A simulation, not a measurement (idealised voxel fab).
Process module name: voxel transistor to metal
cross-section cut | 145 nm wide | cells 5 nm
Cross-section spec: square-cell grid; bands listed top down; each band is one or more rows. Top height, bottom height, nm. Materials left to right, width each, nm. Single material + "edge to edge" = fills band edge to edge. "blank" = empty. Height datum 0, below which the as-received substrate wafer is one material. Lowest band open at the bottom, running downward: "z 0 and below". A two-number width, for instance "30 to 40", indicates that the width is equal to the first number in the top row of the band and to the second number in the bottom row, and that it changes by a constant amount per row of cells. Key: "no alterations made" - step with no changed cell in the cross-section. Any empty space of 8 cells or more lacking an open way to the top shows up in "Sealed void list" as width x height at distance, distance from the left edge, in nm. On each step's line, the part that comes after the settings is the simulator's own comment on the step. When a step includes a mask, the "overlay nm" setting on its line states how far to the right of its planned place that mask lay, and negative values state how far to the left.

**Planned step list for the process**
- 1: RECEIVE with material Si
- 2: OXIDIZE with depth nm 5
- 3: CONFORMAL_DEP with material SiN, thk nm 15
- 4: DIRECTIONAL_DEP with material aC, thk nm 10
- 5: PATTERN with tone cover, mask id ACTIVE, material resist, width nm 100, thk nm 30, overlay nm 0
- 6: DIRECTIONAL_ETCH with etch materials aC, depth nm 10
- 7: STRIP with etch materials resist
- 8: DIRECTIONAL_ETCH with etch materials SiN, depth nm 15
- 9: DIRECTIONAL_ETCH with etch materials SiO2, depth nm 5
- 10: DIRECTIONAL_ETCH with etch materials Si, depth nm 25
- 11: STRIP with etch materials aC
- 12: FILL_DEP with material SiO2, thk nm 15
- 13: CMP with height nm 15
- 14: SELECTIVE_ETCH with etch materials SiO2, depth nm 10
- 15: STRIP with etch materials SiN
- 16: SELECTIVE_ETCH with etch materials SiO2, depth nm 5
- 17: OXIDIZE with depth nm 5
- 18: DIRECTIONAL_DEP with material polySi, thk nm 20
- 19: DIRECTIONAL_DEP with material SiCN, thk nm 15
- 20: PATTERN with tone cover, mask id GATE, material resist, width nm 20, thk nm 15, overlay nm 0
- 21: DIRECTIONAL_ETCH with etch materials SiCN, depth nm 25
- 22: DIRECTIONAL_ETCH with etch materials polySi, depth nm 30
- 23: STRIP with etch materials resist
- 24: CONFORMAL_DEP with material SiO2, thk nm 5
- 25: DIRECTIONAL_ETCH with etch materials SiO2, depth nm 5
- 26: CONFORMAL_DEP with material SiN, thk nm 5
- 27: DIRECTIONAL_ETCH with etch materials SiN, depth nm 5
- 28: DIRECTIONAL_ETCH with etch materials SiO2, depth nm 5
- 29: DIRECTIONAL_ETCH with etch materials Si, depth nm 10
- 30: EPI with material nSi, thk nm 10
- 31: FILL_DEP with material SiO2, thk nm 5
- 32: CMP with height nm 30
- 33: DIRECTIONAL_DEP with material SiO2, thk nm 10
- 34: PATTERN with tone open, mask id CONTACT, material resist, width nm 30, pitch nm 60, thk nm 20, overlay nm 0
- 35: DIRECTIONAL_ETCH with etch materials SiO2, depth nm 50
- 36: STRIP with etch materials resist
- 37: CONFORMAL_DEP with material TiN, thk nm 5
- 38: FILL_DEP with material W, thk nm 10
- 39: CMP with height nm 40
- 40: CONFORMAL_DEP with material SiCN, thk nm 5
- 41: DIRECTIONAL_DEP with material lowk, thk nm 15
- 42: PATTERN with tone open, mask id METAL_1, material resist, width nm 20, pitch nm 70, thk nm 15, overlay nm 0
- 43: DIRECTIONAL_ETCH with etch materials lowk, depth nm 15
- 44: DIRECTIONAL_ETCH with etch materials SiCN, depth nm 5
- 45: STRIP with etch materials resist
- 46: CONFORMAL_DEP with material TiN, thk nm 5
- 47: FILL_DEP with material Cu, thk nm 10
- 48: CMP with height nm 60
- 49: CONFORMAL_DEP with material SiCN, thk nm 5
- 50: DIRECTIONAL_DEP with material SiO2, thk nm 35
- 51: DIRECTIONAL_DEP with material aC, thk nm 10
- 52: PATTERN with tone open, mask id METAL_2_HOLES, material resist, width nm 15, pitch nm 70, thk nm 25, overlay nm 0
- 53: DIRECTIONAL_ETCH with etch materials aC, depth nm 10
- 54: STRIP with etch materials resist
- 55: DIRECTIONAL_ETCH with etch materials SiO2, depth nm 35
- 56: STRIP with etch materials aC
- 57: PATTERN with tone open, mask id METAL_2, material resist, width nm 20, pitch nm 70, thk nm 15, overlay nm 0
- 58: DIRECTIONAL_ETCH with etch materials SiO2, depth nm 20
- 59: DIRECTIONAL_ETCH with etch materials SiCN, depth nm 5
- 60: STRIP with etch materials resist
- 61: CONFORMAL_DEP with material TiN, thk nm 5
- 62: FILL_DEP with material Cu, thk nm 10
- 63: CMP with height nm 100
- 64: CONFORMAL_DEP with material SiN, thk nm 5

**Received-state cross-section, reflecting completion of step 1**
	z 0 and below | Si edge to edge
	Sealed void list: none

**first wafer at the end, as planned**
	z 105 to 100 | SiN edge to edge
	z 100 to 85 | SiO2 (25), TiN (5), Cu (10), TiN (5), SiO2 (50), TiN (5), Cu (10), TiN (5), SiO2 (30)
	z 85 to 80 | SiO2 (25), TiN (5), Cu (5), TiN (10), SiO2 (50), TiN (5), Cu (5), TiN (10), SiO2 (30)
	z 80 to 65 | SiO2 (25), TiN (5), Cu (5), TiN (5), SiO2 (55), TiN (5), Cu (5), TiN (5), SiO2 (35)
	z 65 to 60 | SiCN (25), TiN (15), SiCN (55), TiN (15), SiCN (35)
	z 60 to 45 | lowk (25), TiN (5), Cu (10), TiN (5), lowk (50), TiN (5), Cu (10), TiN (5), lowk (30)
	z 45 to 40 | SiCN (25), TiN (20), SiCN (50), TiN (20), SiCN (30)
	z 40 to 30 | SiO2 (25), TiN (5), W (20 to 15), TiN (5 to 10), SiO2 (30), TiN (5 to 10), W (20 to 15), TiN (5), SiO2 (30)
	z 30 to 15 | SiO2 (25), TiN (5), W (15), TiN (5), SiN (5), SiO2 (5), SiCN (20), SiO2 (5), SiN (5), TiN (5), W (15), TiN (5), SiO2 (30)
	z 15 to 5 | SiO2 (25), TiN (5), W (15), TiN (5), SiN (5), SiO2 (5), polySi (20), SiO2 (5), SiN (5), TiN (5), W (15), TiN (5), SiO2 (30)
	z 5 to 0 | SiO2 (25), TiN (25), SiN (5), SiO2 (5), polySi (20), SiO2 (5), SiN (5), TiN (25), SiO2 (30)
	z 0 to -5 | SiO2 (20), SiN (5), nSi (10), TiN (5), nSi (10), SiN (5), SiO2 (5), polySi (20), SiO2 (5), SiN (5), nSi (10), TiN (5), nSi (10), SiN (5), SiO2 (25)
	z -5 to -10 | SiO2 (25), nSi (10), TiN (5), nSi (10), SiO2 (40), nSi (10), TiN (5), nSi (10), SiO2 (30)
	z -10 to -20 | SiO2 (20), Si (5), nSi (25), Si (40), nSi (25), Si (5), SiO2 (25)
	z -20 to -30 | SiO2 (20), Si (100), SiO2 (25)
	z -30 and below | Si edge to edge
	Sealed void list: none

**Second wafer cross-section at end of module - shared start and plan with the first, one mistake in the run**
	z 105 to 100 | SiN edge to edge
	z 100 to 85 | SiO2 (25), TiN (5), Cu (10), TiN (5), SiO2 (50), TiN (5), Cu (10), TiN (5), SiO2 (30)
	z 85 to 80 | SiO2 (25), TiN (5), Cu (5), TiN (10), SiO2 (50), TiN (5), Cu (5), TiN (10), SiO2 (30)
	z 80 to 65 | SiO2 (25), TiN (5), Cu (5), TiN (5), SiO2 (55), TiN (5), Cu (5), TiN (5), SiO2 (35)
	z 65 to 60 | SiCN (25), TiN (15), SiCN (55), TiN (15), SiCN (35)
	z 60 to 45 | lowk (25), TiN (5), Cu (15), TiN (5), lowk (45), TiN (5), Cu (15), TiN (5), lowk (25)
	z 45 to 40 | SiCN (25), TiN (25), SiCN (45), TiN (25), SiCN (25)
	z 40 to 30 | SiO2 (25), TiN (5), W (20 to 15), TiN (5 to 10), SiO2 (30), TiN (5 to 10), W (20 to 15), TiN (5), SiO2 (30)
	z 30 to 15 | SiO2 (25), TiN (5), W (15), TiN (5), SiN (5), SiO2 (5), SiCN (20), SiO2 (5), SiN (5), TiN (5), W (15), TiN (5), SiO2 (30)
	z 15 to 5 | SiO2 (25), TiN (5), W (15), TiN (5), SiN (5), SiO2 (5), polySi (20), SiO2 (5), SiN (5), TiN (5), W (15), TiN (5), SiO2 (30)
	z 5 to 0 | SiO2 (25), TiN (25), SiN (5), SiO2 (5), polySi (20), SiO2 (5), SiN (5), TiN (25), SiO2 (30)
	z 0 to -5 | SiO2 (20), SiN (5), nSi (10), TiN (5), nSi (10), SiN (5), SiO2 (5), polySi (20), SiO2 (5), SiN (5), nSi (10), TiN (5), nSi (10), SiN (5), SiO2 (25)
	z -5 to -10 | SiO2 (25), nSi (10), TiN (5), nSi (10), SiO2 (40), nSi (10), TiN (5), nSi (10), SiO2 (30)
	z -10 to -20 | SiO2 (20), Si (5), nSi (25), Si (40), nSi (25), Si (5), SiO2 (25)
	z -20 to -30 | SiO2 (20), Si (100), SiO2 (25)
	z -30 and below | Si edge to edge
	Sealed void list: none
Processing error: off-plan run, step 42, actual operation and settings PATTERN with tone open, mask id METAL_1, material resist, width nm 25, pitch nm 70, thk nm 15, overlay nm 0
In the final state, the cell counts of the second wafer exceed or fall short of those of the first for the following materials: Cu +6 | SiCN -2 | TiN +2 | lowk -6
